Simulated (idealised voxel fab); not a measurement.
You're looking at the process module voxel gate over fins.
The figure presents cross-section cut, which has a width of 260 nm and is divided into square cells with an edge length of 5 nm.
The cross-sections in this document take the form of a grid made of square cells. They are written out as bands, in order from top to bottom. Each band consists of one or more rows of cells.
Read a band's entry like this: the first values are the height of its top and the height of its bottom in nm, and what follows is the sequence of materials from left to right, each with its width in nm. Note that "blank" is empty space, and that a single material marked "throughout" reaches across the band from edge to edge.
It should be noted that heights are counted from 0, beneath which the wafer as supplied is of one material throughout, and that the lowest band possesses no lower boundary but continues downward, as written in "0 nm and below".
Width: "30..40" (first number = top row, second number = bottom row, same change from row to row of cells).
Where a step carries "no modifications", the cross-section came out of it unchanged, cell for cell.
Empty spaces counting at least 8 cells and having no open way to the top are listed in "Enclosed cavities". The notation width x height at distance is used for each, the distance being from the left edge and all three values in nm.
Text after the settings on a step's line: the simulator's own remark on that step.
overlay nm: step with mask; distance mask lay right of planned place; negative value = left of planned place.
Quick note on how to read the rest: it's all pairs. You get the cross-section before a process step and the one after, but the after one only goes down as far as the lowest band that changed. The step in between, with its settings, sits under the pair. Heads up, the pairs can come from different runs of this module on the same starting wafer, so don't assume a pair picks up from the one above unless its "Prior state" entry says it does.
-- Prior state
10 nm to 5 nm  SiO2 throughout
5 nm to 0 nm  60 of SiO2 | 15 of SiN | 45 of SiO2 | 15 of SiN | 45 of SiO2 | 15 of SiN | 65 of SiO2
0 nm to -15 nm  65 of SiO2 | 5 of Si | 55 of SiO2 | 5 of Si | 55 of SiO2 | 5 of Si | 70 of SiO2
-15 nm to -25 nm  65 of SiO2 | 5 of Si | 20 of SiO2 | 5 of TiN | 5 of Ru | 5 of TiN | 20 of SiO2 | 5 of Si | 55 of SiO2 | 5 of Si | 70 of SiO2
-25 nm to -30 nm  65 of SiO2 | 5 of Si | 20 of SiO2 | 15 of TiN | 20 of SiO2 | 5 of Si | 55 of SiO2 | 5 of Si | 70 of SiO2
-30 nm to -40 nm  65 of SiO2 | 5 of Si | 55 of SiO2 | 5 of Si | 55 of SiO2 | 5 of Si | 70 of SiO2
-40 nm and below  Si throughout
Enclosed cavities: none
-- Structure After Step
-5 nm to -15 nm  65 of SiO2 | 5 of Si | 55 of SiO2 | 5 of Si | 55 of SiO2 | 5 of Si | 70 of SiO2
Anything lower than -15 is untouched.
Enclosed cavities: none
Between the two cross-sections shown above lies CMP with height nm -5
Prior state: see the after view in the pair directly above.
-- Structure After Step
-5 nm to -15 nm  65 of blank | 5 of Si | 55 of blank | 5 of Si | 55 of blank | 5 of Si | 70 of blank
-15 nm to -20 nm  65 of blank | 5 of Si | 20 of blank | 5 of TiN | 5 of Ru | 5 of TiN | 20 of blank | 5 of Si | 55 of blank | 5 of Si | 70 of blank
Anything lower than -20 is untouched.
Enclosed cavities: none
Between the two cross-sections shown above lies SELECTIVE_ETCH with etch materials SiO2, depth nm 15
Prior state: see the after view in the pair directly above.
-- Structure After Step
0 nm to -5 nm  60 of blank | 15 of HfO2 | 45 of blank | 15 of HfO2 | 45 of blank | 15 of HfO2 | 65 of blank
-5 nm to -10 nm  60 of blank | 5 of HfO2 | 5 of Si | 5 of HfO2 | 45 of blank | 5 of HfO2 | 5 of Si | 5 of HfO2 | 45 of blank | 5 of HfO2 | 5 of Si | 5 of HfO2 | 65 of blank
-10 nm to -15 nm  60 of blank | 5 of HfO2 | 5 of Si | 5 of HfO2 | 10 of blank | 25 of HfO2 | 10 of blank | 5 of HfO2 | 5 of Si | 5 of HfO2 | 45 of blank | 5 of HfO2 | 5 of Si | 5 of HfO2 | 65 of blank
-15 nm to -20 nm  65 of HfO2 | 5 of Si | 20 of HfO2 | 5 of TiN | 5 of Ru | 5 of TiN | 20 of HfO2 | 5 of Si | 55 of HfO2 | 5 of Si | 70 of HfO2
Anything lower than -20 is untouched.
Enclosed cavities: none
Between the two cross-sections shown above lies CONFORMAL_DEP with material HfO2, thk nm 5
Prior state: see the after view in the pair directly above.
-- Structure After Step
5 nm to 0 nm  55 of blank | 25 of TiN | 35 of blank | 25 of TiN | 35 of blank | 25 of TiN | 60 of blank
0 nm to -5 nm  55 of blank | 5 of TiN | 15 of HfO2 | 5 of TiN | 35 of blank | 5 of TiN | 15 of HfO2 | 5 of TiN | 35 of blank | 5 of TiN | 15 of HfO2 | 5 of TiN | 60 of blank
-5 nm to -10 nm  55 of blank | 5 of TiN | 5 of HfO2 | 5 of Si | 5 of HfO2 | 45 of TiN | 5 of HfO2 | 5 of Si | 5 of HfO2 | 5 of TiN | 35 of blank | 5 of TiN | 5 of HfO2 | 5 of Si | 5 of HfO2 | 5 of TiN | 60 of blank
-10 nm to -15 nm  60 of TiN | 5 of HfO2 | 5 of Si | 5 of HfO2 | 10 of TiN | 25 of HfO2 | 10 of TiN | 5 of HfO2 | 5 of Si | 5 of HfO2 | 45 of TiN | 5 of HfO2 | 5 of Si | 5 of HfO2 | 65 of TiN
Anything lower than -15 is untouched.
Enclosed cavities: none
Between the two cross-sections shown above lies CONFORMAL_DEP with material TiN, thk nm 5
Prior state: see the after view in the pair directly above.
-- Structure After Step
20 nm to 5 nm  W throughout
5 nm to 0 nm  55 of W | 25 of TiN | 35 of W | 25 of TiN | 35 of W | 25 of TiN | 60 of W
0 nm to -5 nm  55 of W | 5 of TiN | 15 of HfO2 | 5 of TiN | 35 of W | 5 of TiN | 15 of HfO2 | 5 of TiN | 35 of W | 5 of TiN | 15 of HfO2 | 5 of TiN | 60 of W
-5 nm to -10 nm  55 of W | 5 of TiN | 5 of HfO2 | 5 of Si | 5 of HfO2 | 45 of TiN | 5 of HfO2 | 5 of Si | 5 of HfO2 | 5 of TiN | 35 of W | 5 of TiN | 5 of HfO2 | 5 of Si | 5 of HfO2 | 5 of TiN | 60 of W
Anything lower than -10 is untouched.
Enclosed cavities: none
Between the two cross-sections shown above lies FILL_DEP with material W, thk nm 15
Prior state: see the after view in the pair directly above.
-- Structure After Step
30 nm to 20 nm  SiN throughout
Anything lower than 20 is untouched.
Enclosed cavities: none
Between the two cross-sections shown above lies CONFORMAL_DEP with material SiN, thk nm 10
-- Prior state
5 nm to 0 nm  SiN throughout
0 nm and below  Si throughout
Enclosed cavities: none
-- Structure After Step
5 nm to 0 nm  60 of blank | 20 of SiN | 40 of blank | 20 of SiN | 40 of blank | 20 of SiN | 60 of blank
Anything lower than 0 is untouched.
Enclosed cavities: none
Between the two cross-sections shown above lies MASKED_ETCH with tone cover, mask id FINS, width nm 20, pitch nm 60, etch materials SiN, depth nm 5, overlay nm 0
Prior state: see the after view in the pair directly above.
-- Structure After Step
5 nm to 0 nm  60 of blank | 20 of SiN | 40 of blank | 20 of SiN | 40 of blank | 20 of SiN | 60 of blank
0 nm to -35 nm  60 of blank | 20 of Si | 40 of blank | 20 of Si | 40 of blank | 20 of Si | 60 of blank
Anything lower than -35 is untouched.
Enclosed cavities: none
Between the two cross-sections shown above lies MASKED_ETCH with tone cover, mask id FINS, width nm 15, pitch nm 60, etch materials Si, depth nm 35, overlay nm 0
Prior state: see the after view in the pair directly above.
-- Structure After Step
5 nm to 0 nm  60 of blank | 20 of SiN | 40 of blank | 20 of SiN | 40 of blank | 20 of SiN | 60 of blank
0 nm to -35 nm  60 of blank | 5 of SiO2 | 10 of Si | 5 of SiO2 | 40 of blank | 5 of SiO2 | 10 of Si | 5 of SiO2 | 40 of blank | 5 of SiO2 | 10 of Si | 5 of SiO2 | 60 of blank
-35 nm to -40 nm  65 of SiO2 | 10 of Si | 50 of SiO2 | 10 of Si | 50 of SiO2 | 10 of Si | 65 of SiO2
Anything lower than -40 is untouched.
Enclosed cavities: none
Between the two cross-sections shown above lies OXIDIZE with depth nm 5
Prior state: see the after view in the pair directly above.
-- Structure After Step
10 nm to 5 nm  SiO2 throughout
5 nm to 0 nm  60 of SiO2 | 20 of SiN | 40 of SiO2 | 20 of SiN | 40 of SiO2 | 20 of SiN | 60 of SiO2
0 nm to -40 nm  65 of SiO2 | 10 of Si | 50 of SiO2 | 10 of Si | 50 of SiO2 | 10 of Si | 65 of SiO2
Anything lower than -40 is untouched.
Enclosed cavities: none
Between the two cross-sections shown above lies FILL_DEP with material SiO2, thk nm 5
Prior state: see the after view in the pair directly above.
-- Structure After Step
5 nm to 0 nm  60 of SiO2 | 20 of SiN | 40 of SiO2 | 20 of SiN | 40 of SiO2 | 20 of SiN | 60 of SiO2
Anything lower than 0 is untouched.
Enclosed cavities: none
Between the two cross-sections shown above lies CMP with height nm 5
Prior state: see the after view in the pair directly above.
-- Structure After Step
5 nm to 0 nm  60 of SiO2 | 20 of SiN | 10 of SiO2 | 15 of blank | 15 of SiO2 | 20 of SiN | 40 of SiO2 | 20 of SiN | 60 of SiO2
0 nm to -30 nm  65 of SiO2 | 10 of Si | 15 of SiO2 | 15 of blank | 20 of SiO2 | 10 of Si | 50 of SiO2 | 10 of Si | 65 of SiO2
Anything lower than -30 is untouched.
Enclosed cavities: none
Between the two cross-sections shown above lies MASKED_ETCH with tone open, mask id RAIL, width nm 15, etch materials SiO2, depth nm 35, overlay nm 0
Prior state: see the after view in the pair directly above.
-- Structure After Step
10 nm to 5 nm  95 of TiN | 5 of blank | 160 of TiN
5 nm to 0 nm  60 of SiO2 | 20 of SiN | 10 of SiO2 | 5 of TiN | 5 of blank | 5 of TiN | 15 of SiO2 | 20 of SiN | 40 of SiO2 | 20 of SiN | 60 of SiO2
0 nm to -25 nm  65 of SiO2 | 10 of Si | 15 of SiO2 | 5 of TiN | 5 of blank | 5 of TiN | 20 of SiO2 | 10 of Si | 50 of SiO2 | 10 of Si | 65 of SiO2
-25 nm to -30 nm  65 of SiO2 | 10 of Si | 15 of SiO2 | 15 of TiN | 20 of SiO2 | 10 of Si | 50 of SiO2 | 10 of Si | 65 of SiO2
Anything lower than -30 is untouched.
Enclosed cavities: none
Between the two cross-sections shown above lies CONFORMAL_DEP with material TiN, thk nm 5
Prior state: see the after view in the pair directly above.
-- Structure After Step
20 nm to 10 nm  Ru throughout
10 nm to 5 nm  95 of TiN | 5 of Ru | 160 of TiN
5 nm to 0 nm  60 of SiO2 | 20 of SiN | 10 of SiO2 | 5 of TiN | 5 of Ru | 5 of TiN | 15 of SiO2 | 20 of SiN | 40 of SiO2 | 20 of SiN | 60 of SiO2
0 nm to -25 nm  65 of SiO2 | 10 of Si | 15 of SiO2 | 5 of TiN | 5 of Ru | 5 of TiN | 20 of SiO2 | 10 of Si | 50 of SiO2 | 10 of Si | 65 of SiO2
Anything lower than -25 is untouched.
Enclosed cavities: none
Between the two cross-sections shown above lies FILL_DEP with material Ru, thk nm 10
Prior state: see the after view in the pair directly above.
-- Structure After Step
5 nm to 0 nm  60 of SiO2 | 20 of SiN | 10 of SiO2 | 5 of TiN | 5 of Ru | 5 of TiN | 15 of SiO2 | 20 of SiN | 40 of SiO2 | 20 of SiN | 60 of SiO2
Anything lower than 0 is untouched.
Enclosed cavities: none
Between the two cross-sections shown above lies CMP with height nm 5
Prior state: see the after view in the pair directly above.
-- Structure After Step
5 nm to 0 nm  60 of SiO2 | 20 of SiN | 10 of SiO2 | 15 of blank | 15 of SiO2 | 20 of SiN | 40 of SiO2 | 20 of SiN | 60 of SiO2
0 nm to -15 nm  65 of SiO2 | 10 of Si | 15 of SiO2 | 15 of blank | 20 of SiO2 | 10 of Si | 50 of SiO2 | 10 of Si | 65 of SiO2
Anything lower than -15 is untouched.
Enclosed cavities: none
Between the two cross-sections shown above lies SELECTIVE_ETCH with etch materials W Ru TiN, depth nm 20
Prior state: see the after view in the pair directly above.
-- Structure After Step
10 nm to 5 nm  SiO2 throughout
5 nm to 0 nm  60 of SiO2 | 20 of SiN | 40 of SiO2 | 20 of SiN | 40 of SiO2 | 20 of SiN | 60 of SiO2
0 nm to -15 nm  65 of SiO2 | 10 of Si | 50 of SiO2 | 10 of Si | 50 of SiO2 | 10 of Si | 65 of SiO2
Anything lower than -15 is untouched.
Enclosed cavities: none
Between the two cross-sections shown above lies FILL_DEP with material SiO2, thk nm 5
Prior state: see the after view in the pair directly above.
-- Structure After Step
5 nm to 0 nm  60 of SiO2 | 20 of SiN | 40 of SiO2 | 20 of SiN | 40 of SiO2 | 20 of SiN | 60 of SiO2
Anything lower than 0 is untouched.
Enclosed cavities: none
Between the two cross-sections shown above lies CMP with height nm 5
Prior state: see the after view in the pair directly above.
-- Structure After Step
5 nm to 0 nm  60 of blank | 20 of SiN | 40 of blank | 20 of SiN | 40 of blank | 20 of SiN | 60 of blank
0 nm to -10 nm  65 of blank | 10 of Si | 50 of blank | 10 of Si | 50 of blank | 10 of Si | 65 of blank
Anything lower than -10 is untouched.
Enclosed cavities: none
Between the two cross-sections shown above lies SELECTIVE_ETCH with etch materials SiO2, depth nm 15
Prior state: see the after view in the pair directly above.
-- Structure After Step
0 nm to -10 nm  65 of blank | 10 of Si | 50 of blank | 10 of Si | 50 of blank | 10 of Si | 65 of blank
Anything lower than -10 is untouched.
Enclosed cavities: none
Between the two cross-sections shown above lies STRIP with etch materials SiN
Prior state: see the after view in the pair directly above.
-- Structure After Step
5 nm to 0 nm  60 of blank | 20 of HfO2 | 40 of blank | 20 of HfO2 | 40 of blank | 20 of HfO2 | 60 of blank
0 nm to -5 nm  60 of blank | 5 of HfO2 | 10 of Si | 5 of HfO2 | 40 of blank | 5 of HfO2 | 10 of Si | 5 of HfO2 | 40 of blank | 5 of HfO2 | 10 of Si | 5 of HfO2 | 60 of blank
-5 nm to -10 nm  65 of HfO2 | 10 of Si | 50 of HfO2 | 10 of Si | 50 of HfO2 | 10 of Si | 65 of HfO2
Anything lower than -10 is untouched.
Enclosed cavities: none
Between the two cross-sections shown above lies CONFORMAL_DEP with material HfO2, thk nm 5
Prior state: see the after view in the pair directly above.
-- Structure After Step
10 nm to 5 nm  55 of blank | 30 of TiN | 30 of blank | 30 of TiN | 30 of blank | 30 of TiN | 55 of blank
5 nm to 0 nm  55 of blank | 5 of TiN | 20 of HfO2 | 5 of TiN | 30 of blank | 5 of TiN | 20 of HfO2 | 5 of TiN | 30 of blank | 5 of TiN | 20 of HfO2 | 5 of TiN | 55 of blank
0 nm to -5 nm  60 of TiN | 5 of HfO2 | 10 of Si | 5 of HfO2 | 40 of TiN | 5 of HfO2 | 10 of Si | 5 of HfO2 | 40 of TiN | 5 of HfO2 | 10 of Si | 5 of HfO2 | 60 of TiN
Anything lower than -5 is untouched.
Enclosed cavities: none
Between the two cross-sections shown above lies CONFORMAL_DEP with material TiN, thk nm 5
Prior state: see the after view in the pair directly above.
-- Structure After Step
25 nm to 10 nm  W throughout
10 nm to 5 nm  55 of W | 30 of TiN | 30 of W | 30 of TiN | 30 of W | 30 of TiN | 55 of W
5 nm to 0 nm  55 of W | 5 of TiN | 20 of HfO2 | 5 of TiN | 30 of W | 5 of TiN | 20 of HfO2 | 5 of TiN | 30 of W | 5 of TiN | 20 of HfO2 | 5 of TiN | 55 of W
Anything lower than 0 is untouched.
Enclosed cavities: none
Between the two cross-sections shown above lies FILL_DEP with material W, thk nm 15
Prior state: see the after view in the pair directly above.
-- Structure After Step
20 nm to 10 nm  W throughout
Anything lower than 10 is untouched.
Enclosed cavities: none
Between the two cross-sections shown above lies CMP with height nm 20
Prior state: see the after view in the pair directly above.
-- Structure After Step
30 nm to 20 nm  SiN throughout
Anything lower than 20 is untouched.
Enclosed cavities: none
Between the two cross-sections shown above lies CONFORMAL_DEP with material SiN, thk nm 10
-- Prior state
5 nm to 0 nm  60 of blank | 15 of SiN | 45 of blank | 15 of SiN | 45 of blank | 15 of SiN | 65 of blank
0 nm and below  Si throughout
Enclosed cavities: none
-- Structure After Step
5 nm to 0 nm  60 of blank | 15 of SiN | 45 of blank | 15 of SiN | 45 of blank | 15 of SiN | 65 of blank
0 nm to -35 nm  60 of blank | 25 of Si | 35 of blank | 25 of Si | 35 of blank | 25 of Si | 55 of blank
Anything lower than -35 is untouched.
Enclosed cavities: none
Between the two cross-sections shown above lies MASKED_ETCH with tone cover, mask id FINS, width nm 15, pitch nm 60, etch materials Si, depth nm 35, overlay nm 10
Prior state: see the after view in the pair directly above.
-- Structure After Step
5 nm to 0 nm  60 of blank | 15 of SiN | 45 of blank | 15 of SiN | 45 of blank | 15 of SiN | 65 of blank
0 nm to -5 nm  60 of blank | 5 of SiO2 | 5 of Si | 15 of SiO2 | 35 of blank | 5 of SiO2 | 5 of Si | 15 of SiO2 | 35 of blank | 5 of SiO2 | 5 of Si | 15 of SiO2 | 55 of blank
-5 nm to -35 nm  60 of blank | 5 of SiO2 | 15 of Si | 5 of SiO2 | 35 of blank | 5 of SiO2 | 15 of Si | 5 of SiO2 | 35 of blank | 5 of SiO2 | 15 of Si | 5 of SiO2 | 55 of blank
-35 nm to -40 nm  65 of SiO2 | 15 of Si | 45 of SiO2 | 15 of Si | 45 of SiO2 | 15 of Si | 60 of SiO2
Anything lower than -40 is untouched.
Enclosed cavities: none
Between the two cross-sections shown above lies OXIDIZE with depth nm 5
Prior state: see the after view in the pair directly above.
-- Structure After Step
10 nm to 5 nm  SiO2 throughout
5 nm to 0 nm  60 of SiO2 | 15 of SiN | 45 of SiO2 | 15 of SiN | 45 of SiO2 | 15 of SiN | 65 of SiO2
0 nm to -5 nm  65 of SiO2 | 5 of Si | 55 of SiO2 | 5 of Si | 55 of SiO2 | 5 of Si | 70 of SiO2
-5 nm to -40 nm  65 of SiO2 | 15 of Si | 45 of SiO2 | 15 of Si | 45 of SiO2 | 15 of Si | 60 of SiO2
Anything lower than -40 is untouched.
Enclosed cavities: none
Between the two cross-sections shown above lies FILL_DEP with material SiO2, thk nm 5
Prior state: see the after view in the pair directly above.
-- Structure After Step
5 nm to 0 nm  60 of SiO2 | 15 of SiN | 45 of SiO2 | 15 of SiN | 45 of SiO2 | 15 of SiN | 65 of SiO2
Anything lower than 0 is untouched.
Enclosed cavities: none
Between the two cross-sections shown above lies CMP with height nm 5
Prior state: see the after view in the pair directly above.
-- Structure After Step
5 nm to 0 nm  60 of SiO2 | 15 of SiN | 15 of SiO2 | 15 of blank | 15 of SiO2 | 15 of SiN | 45 of SiO2 | 15 of SiN | 65 of SiO2
0 nm to -5 nm  65 of SiO2 | 5 of Si | 20 of SiO2 | 15 of blank | 20 of SiO2 | 5 of Si | 55 of SiO2 | 5 of Si | 70 of SiO2
-5 nm to -30 nm  65 of SiO2 | 15 of Si | 10 of SiO2 | 15 of blank | 20 of SiO2 | 15 of Si | 45 of SiO2 | 15 of Si | 60 of SiO2
Anything lower than -30 is untouched.
Enclosed cavities: none
Between the two cross-sections shown above lies MASKED_ETCH with tone open, mask id RAIL, width nm 15, etch materials SiO2, depth nm 35, overlay nm 0
Prior state: see the after view in the pair directly above.
-- Structure After Step
10 nm to 5 nm  95 of TiN | 5 of blank | 160 of TiN
5 nm to 0 nm  60 of SiO2 | 15 of SiN | 15 of SiO2 | 5 of TiN | 5 of blank | 5 of TiN | 15 of SiO2 | 15 of SiN | 45 of SiO2 | 15 of SiN | 65 of SiO2
0 nm to -5 nm  65 of SiO2 | 5 of Si | 20 of SiO2 | 5 of TiN | 5 of blank | 5 of TiN | 20 of SiO2 | 5 of Si | 55 of SiO2 | 5 of Si | 70 of SiO2
-5 nm to -25 nm  65 of SiO2 | 15 of Si | 10 of SiO2 | 5 of TiN | 5 of blank | 5 of TiN | 20 of SiO2 | 15 of Si | 45 of SiO2 | 15 of Si | 60 of SiO2
-25 nm to -30 nm  65 of SiO2 | 15 of Si | 10 of SiO2 | 15 of TiN | 20 of SiO2 | 15 of Si | 45 of SiO2 | 15 of Si | 60 of SiO2
Anything lower than -30 is untouched.
Enclosed cavities: none
Between the two cross-sections shown above lies CONFORMAL_DEP with material TiN, thk nm 5
Prior state: see the after view in the pair directly above.
-- Structure After Step
20 nm to 10 nm  Ru throughout
10 nm to 5 nm  95 of TiN | 5 of Ru | 160 of TiN
5 nm to 0 nm  60 of SiO2 | 15 of SiN | 15 of SiO2 | 5 of TiN | 5 of Ru | 5 of TiN | 15 of SiO2 | 15 of SiN | 45 of SiO2 | 15 of SiN | 65 of SiO2
0 nm to -5 nm  65 of SiO2 | 5 of Si | 20 of SiO2 | 5 of TiN | 5 of Ru | 5 of TiN | 20 of SiO2 | 5 of Si | 55 of SiO2 | 5 of Si | 70 of SiO2
-5 nm to -25 nm  65 of SiO2 | 15 of Si | 10 of SiO2 | 5 of TiN | 5 of Ru | 5 of TiN | 20 of SiO2 | 15 of Si | 45 of SiO2 | 15 of Si | 60 of SiO2
Anything lower than -25 is untouched.
Enclosed cavities: none
Between the two cross-sections shown above lies FILL_DEP with material Ru, thk nm 10
Prior state: see the after view in the pair directly above.
-- Structure After Step
5 nm to 0 nm  60 of SiO2 | 15 of SiN | 15 of SiO2 | 5 of TiN | 5 of Ru | 5 of TiN | 15 of SiO2 | 15 of SiN | 45 of SiO2 | 15 of SiN | 65 of SiO2
Anything lower than 0 is untouched.
Enclosed cavities: none
Between the two cross-sections shown above lies CMP with height nm 5
Prior state: see the after view in the pair directly above.
-- Structure After Step
5 nm to 0 nm  60 of SiO2 | 15 of SiN | 15 of SiO2 | 15 of blank | 15 of SiO2 | 15 of SiN | 45 of SiO2 | 15 of SiN | 65 of SiO2
0 nm to -5 nm  65 of SiO2 | 5 of Si | 20 of SiO2 | 15 of blank | 20 of SiO2 | 5 of Si | 55 of SiO2 | 5 of Si | 70 of SiO2
-5 nm to -15 nm  65 of SiO2 | 15 of Si | 10 of SiO2 | 15 of blank | 20 of SiO2 | 15 of Si | 45 of SiO2 | 15 of Si | 60 of SiO2
Anything lower than -15 is untouched.
Enclosed cavities: none
Between the two cross-sections shown above lies SELECTIVE_ETCH with etch materials W Ru TiN, depth nm 20
Prior state: see the after view in the pair directly above.
-- Structure After Step
10 nm to 5 nm  SiO2 throughout
5 nm to 0 nm  60 of SiO2 | 15 of SiN | 45 of SiO2 | 15 of SiN | 45 of SiO2 | 15 of SiN | 65 of SiO2
0 nm to -5 nm  65 of SiO2 | 5 of Si | 55 of SiO2 | 5 of Si | 55 of SiO2 | 5 of Si | 70 of SiO2
-5 nm to -15 nm  65 of SiO2 | 15 of Si | 45 of SiO2 | 15 of Si | 45 of SiO2 | 15 of Si | 60 of SiO2
Anything lower than -15 is untouched.
Enclosed cavities: none
Between the two cross-sections shown above lies FILL_DEP with material SiO2, thk nm 5
Prior state: see the after view in the pair directly above.
-- Structure After Step
5 nm to 0 nm  60 of SiO2 | 15 of SiN | 45 of SiO2 | 15 of SiN | 45 of SiO2 | 15 of SiN | 65 of SiO2
Anything lower than 0 is untouched.
Enclosed cavities: none
Between the two cross-sections shown above lies CMP with height nm 5
Prior state: see the after view in the pair directly above.
-- Structure After Step
5 nm to 0 nm  60 of blank | 15 of SiN | 45 of blank | 15 of SiN | 45 of blank | 15 of SiN | 65 of blank
0 nm to -10 nm  65 of blank | 5..15 of Si | 55..45 of blank | 5..15 of Si | 55..45 of blank | 5..15 of Si | 70..60 of blank
Anything lower than -10 is untouched.
Enclosed cavities: none
Between the two cross-sections shown above lies SELECTIVE_ETCH with etch materials SiO2, depth nm 15
Prior state: see the after view in the pair directly above.
-- Structure After Step
0 nm to -10 nm  65 of blank | 5..15 of Si | 55..45 of blank | 5..15 of Si | 55..45 of blank | 5..15 of Si | 70..60 of blank
Anything lower than -10 is untouched.
Enclosed cavities: none
Between the two cross-sections shown above lies STRIP with etch materials SiN
Prior state: see the after view in the pair directly above.
-- Structure After Step
5 nm to 0 nm  60 of blank | 15 of HfO2 | 45 of blank | 15 of HfO2 | 45 of blank | 15 of HfO2 | 65 of blank
0 nm to -5 nm  60 of blank | 5 of HfO2 | 5 of Si | 15 of HfO2 | 35 of blank | 5 of HfO2 | 5 of Si | 15 of HfO2 | 35 of blank | 5 of HfO2 | 5 of Si | 15 of HfO2 | 55 of blank
-5 nm to -10 nm  65 of HfO2 | 15 of Si | 45 of HfO2 | 15 of Si | 45 of HfO2 | 15 of Si | 60 of HfO2
Anything lower than -10 is untouched.
Enclosed cavities: none
Between the two cross-sections shown above lies CONFORMAL_DEP with material HfO2, thk nm 5
Prior state: see the after view in the pair directly above.
-- Structure After Step
10 nm to 5 nm  55 of blank | 25 of TiN | 35 of blank | 25 of TiN | 35 of blank | 25 of TiN | 60 of blank
5 nm to 0 nm  55 of blank | 5 of TiN | 15 of HfO2 | 15 of TiN | 25 of blank | 5 of TiN | 15 of HfO2 | 15 of TiN | 25 of blank | 5 of TiN | 15 of HfO2 | 15 of TiN | 50 of blank
0 nm to -5 nm  60 of TiN | 5 of HfO2 | 5 of Si | 15 of HfO2 | 35 of TiN | 5 of HfO2 | 5 of Si | 15 of HfO2 | 35 of TiN | 5 of HfO2 | 5 of Si | 15 of HfO2 | 55 of TiN
Anything lower than -5 is untouched.
Enclosed cavities: none
Between the two cross-sections shown above lies CONFORMAL_DEP with material TiN, thk nm 5
Prior state: see the after view in the pair directly above.
-- Structure After Step
25 nm to 10 nm  W throughout
10 nm to 5 nm  55 of W | 25 of TiN | 35 of W | 25 of TiN | 35 of W | 25 of TiN | 60 of W
5 nm to 0 nm  55 of W | 5 of TiN | 15 of HfO2 | 15 of TiN | 25 of W | 5 of TiN | 15 of HfO2 | 15 of TiN | 25 of W | 5 of TiN | 15 of HfO2 | 15 of TiN | 50 of W
Anything lower than 0 is untouched.
Enclosed cavities: none
Between the two cross-sections shown above lies FILL_DEP with material W, thk nm 15
Prior state: see the after view in the pair directly above.
-- Structure After Step
20 nm to 10 nm  W throughout
Anything lower than 10 is untouched.
Enclosed cavities: none
Between the two cross-sections shown above lies CMP with height nm 20
Prior state: see the after view in the pair directly above.
-- Structure After Step
30 nm to 20 nm  SiN throughout
Anything lower than 20 is untouched.
Enclosed cavities: none
Between the two cross-sections shown above lies CONFORMAL_DEP with material SiN, thk nm 10
-- Prior state
5 nm to 0 nm  60 of SiO2 | 15 of SiN | 15 of SiO2 | 15 of blank | 15 of SiO2 | 15 of SiN | 45 of SiO2 | 15 of SiN | 65 of SiO2
0 nm to -15 nm  65 of SiO2 | 5 of Si | 20 of SiO2 | 15 of blank | 20 of SiO2 | 5 of Si | 55 of SiO2 | 5 of Si | 70 of SiO2
-15 nm to -25 nm  65 of SiO2 | 5 of Si | 20 of SiO2 | 5 of TiN | 5 of Ru | 5 of TiN | 20 of SiO2 | 5 of Si | 55 of SiO2 | 5 of Si | 70 of SiO2
-25 nm to -30 nm  65 of SiO2 | 5 of Si | 20 of SiO2 | 15 of TiN | 20 of SiO2 | 5 of Si | 55 of SiO2 | 5 of Si | 70 of SiO2
-30 nm to -40 nm  65 of SiO2 | 5 of Si | 55 of SiO2 | 5 of Si | 55 of SiO2 | 5 of Si | 70 of SiO2
-40 nm and below  Si throughout
Enclosed cavities: none
-- Structure After Step
10 nm to 5 nm  HfO2 throughout
5 nm to 0 nm  60 of SiO2 | 15 of SiN | 15 of SiO2 | 15 of HfO2 | 15 of SiO2 | 15 of SiN | 45 of SiO2 | 15 of SiN | 65 of SiO2
0 nm to -15 nm  65 of SiO2 | 5 of Si | 20 of SiO2 | 15 of HfO2 | 20 of SiO2 | 5 of Si | 55 of SiO2 | 5 of Si | 70 of SiO2
Anything lower than -15 is untouched.
Enclosed cavities: none
Between the two cross-sections shown above lies FILL_DEP with material HfO2, thk nm 5
Prior state: see the after view in the pair directly above.
-- Structure After Step
5 nm to 0 nm  60 of SiO2 | 15 of SiN | 15 of SiO2 | 15 of HfO2 | 15 of SiO2 | 15 of SiN | 45 of SiO2 | 15 of SiN | 65 of SiO2
Anything lower than 0 is untouched.
Enclosed cavities: none
Between the two cross-sections shown above lies CMP with height nm 5
Prior state: see the after view in the pair directly above.
-- Structure After Step
5 nm to 0 nm  60 of blank | 15 of SiN | 15 of blank | 15 of HfO2 | 15 of blank | 15 of SiN | 45 of blank | 15 of SiN | 65 of blank
0 nm to -10 nm  65 of blank | 5 of Si | 20 of blank | 15 of HfO2 | 20 of blank | 5 of Si | 55 of blank | 5 of Si | 70 of blank
Anything lower than -10 is untouched.
Enclosed cavities: none
Between the two cross-sections shown above lies SELECTIVE_ETCH with etch materials SiO2, depth nm 15
Prior state: see the after view in the pair directly above.
-- Structure After Step
5 nm to 0 nm  90 of blank | 15 of HfO2 | 155 of blank
Anything lower than 0 is untouched.
Enclosed cavities: none
Between the two cross-sections shown above lies STRIP with etch materials SiN
Prior state: see the after view in the pair directly above.
-- Structure After Step
10 nm to 5 nm  85 of blank | 25 of HfO2 | 150 of blank
5 nm to 0 nm  60 of blank | 15 of HfO2 | 10 of blank | 25 of HfO2 | 10 of blank | 15 of HfO2 | 45 of blank | 15 of HfO2 | 65 of blank
0 nm to -5 nm  60 of blank | 5 of HfO2 | 5 of Si | 5 of HfO2 | 10 of blank | 25 of HfO2 | 10 of blank | 5 of HfO2 | 5 of Si | 5 of HfO2 | 45 of blank | 5 of HfO2 | 5 of Si | 5 of HfO2 | 65 of blank
-5 nm to -10 nm  65 of HfO2 | 5 of Si | 55 of HfO2 | 5 of Si | 55 of HfO2 | 5 of Si | 70 of HfO2
Anything lower than -10 is untouched.
Enclosed cavities: none
Between the two cross-sections shown above lies CONFORMAL_DEP with material HfO2, thk nm 5
Prior state: see the after view in the pair directly above.
-- Structure After Step
15 nm to 10 nm  80 of blank | 35 of TiN | 145 of blank
10 nm to 5 nm  55 of blank | 30 of TiN | 25 of HfO2 | 30 of TiN | 35 of blank | 25 of TiN | 60 of blank
5 nm to 0 nm  55 of blank | 5 of TiN | 15 of HfO2 | 10 of TiN | 25 of HfO2 | 10 of TiN | 15 of HfO2 | 5 of TiN | 35 of blank | 5 of TiN | 15 of HfO2 | 5 of TiN | 60 of blank
0 nm to -5 nm  60 of TiN | 5 of HfO2 | 5 of Si | 5 of HfO2 | 10 of TiN | 25 of HfO2 | 10 of TiN | 5 of HfO2 | 5 of Si | 5 of HfO2 | 45 of TiN | 5 of HfO2 | 5 of Si | 5 of HfO2 | 65 of TiN
Anything lower than -5 is untouched.
Enclosed cavities: none
Between the two cross-sections shown above lies CONFORMAL_DEP with material TiN, thk nm 5
